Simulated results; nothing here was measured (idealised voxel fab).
Process module under the name voxel self aligned vias
We display cut, a cross-section 170 nm in width whose square cells are each 5 nm.
Format of a cross-section: grid, square cells. Given as bands. Order: top down. Band: one or more rows of cells.
Heads up on the band format: heights come first, top then bottom, in nm. After that it's the materials left to right, each with its width in nm. A single material flagged "all across" fills the whole band edge to edge, and "air" means there's empty space there.
The reference from which all heights are counted is 0, the level beneath which the as-received wafer is entirely one material; the lowest band, having no lower bound, proceeds downward and is written after the example "0 -> down".
So if you see something like "30..40" for the width, read it as the top row of the band sitting at the first number and the bottom row at the second, with every row in between moving by the same amount as the last.
"remains unaltered", as given for a step, is the statement that not any cell of the cross-section underwent a change during that step.
"Fully closed voids" enumerates empty spaces isolated from the top, with no open way to it, that contain at least 8 cells, giving each as width x height at distance from the left edge, all three in nm.
Past the settings on a step's line: simulator remark, on that step.
"overlay nm" on a masked step: distance the mask lay right of its planned place, negative for left.

Steps in the process plan
1,RECEIVE (material Si)
2,CONFORMAL_DEP (material SiO2; thk nm 15)
3,CONFORMAL_DEP (material SiCN; thk nm 5)
4,DIRECTIONAL_DEP (material lowk; thk nm 30)
5,MASKED_ETCH (tone open; mask id LINES; width nm 20; pitch nm 50; etch materials lowk; depth nm 30; overlay nm 0)
6,CONFORMAL_DEP (material TiN; thk nm 5)
7,FILL_DEP (material Ru; thk nm 10)
8,CMP (height nm 50)
9,SELECTIVE_ETCH (etch materials W Ru TiN; depth nm 5)
10,FILL_DEP (material SiN; thk nm 10)
11,CMP (height nm 50)
12,DIRECTIONAL_DEP (material lowk; thk nm 15)
13,MASKED_ETCH (tone open; mask id VIAS; width nm 30; pitch nm 50; etch materials lowk; depth nm 15; overlay nm 0)
14,MASKED_ETCH (tone open; mask id VIAS; width nm 30; pitch nm 50; etch materials SiN; depth nm 5; overlay nm 0)
15,CONFORMAL_DEP (material TiN; thk nm 5)
16,FILL_DEP (material Cu; thk nm 5)
17,CMP (height nm 65)
18,CONFORMAL_DEP (material SiN; thk nm 5)

Wafer at receipt (post step 1), cross-section
- 0 -> down = Si all across
- Fully closed voids: none

Figure: cross-sectional view of the wafer upon completion of the module, processed from the initial state and according to the plan depicted above, with one error introduced during execution
- 70 -> 65 = SiN all across
- 65 -> 55 = lowk 45 / TiN 5 / Cu 20 / TiN 5 / lowk 20 / TiN 5 / Cu 20 / TiN 5 / lowk 45
- 55 -> 50 = lowk 45 / TiN 10 / Cu 10 / TiN 10 / lowk 20 / TiN 10 / Cu 10 / TiN 10 / lowk 45
- 50 -> 45 = lowk 50 / TiN 20 / lowk 30 / TiN 20 / lowk 50
- 45 -> 40 = lowk 50 / TiN 5 / Ru 10 / TiN 5 / lowk 30 / TiN 5 / Ru 10 / TiN 5 / lowk 50
- 40 -> 35 = lowk 50 / TiN 20 / lowk 30 / TiN 20 / lowk 50
- 35 -> 30 = SiCN all across
- 30 -> 0 = SiO2 all across
- 0 -> down = Si all across
- Fully closed voids: none
What was the processing mistake? step 2 of the plan was performed twice
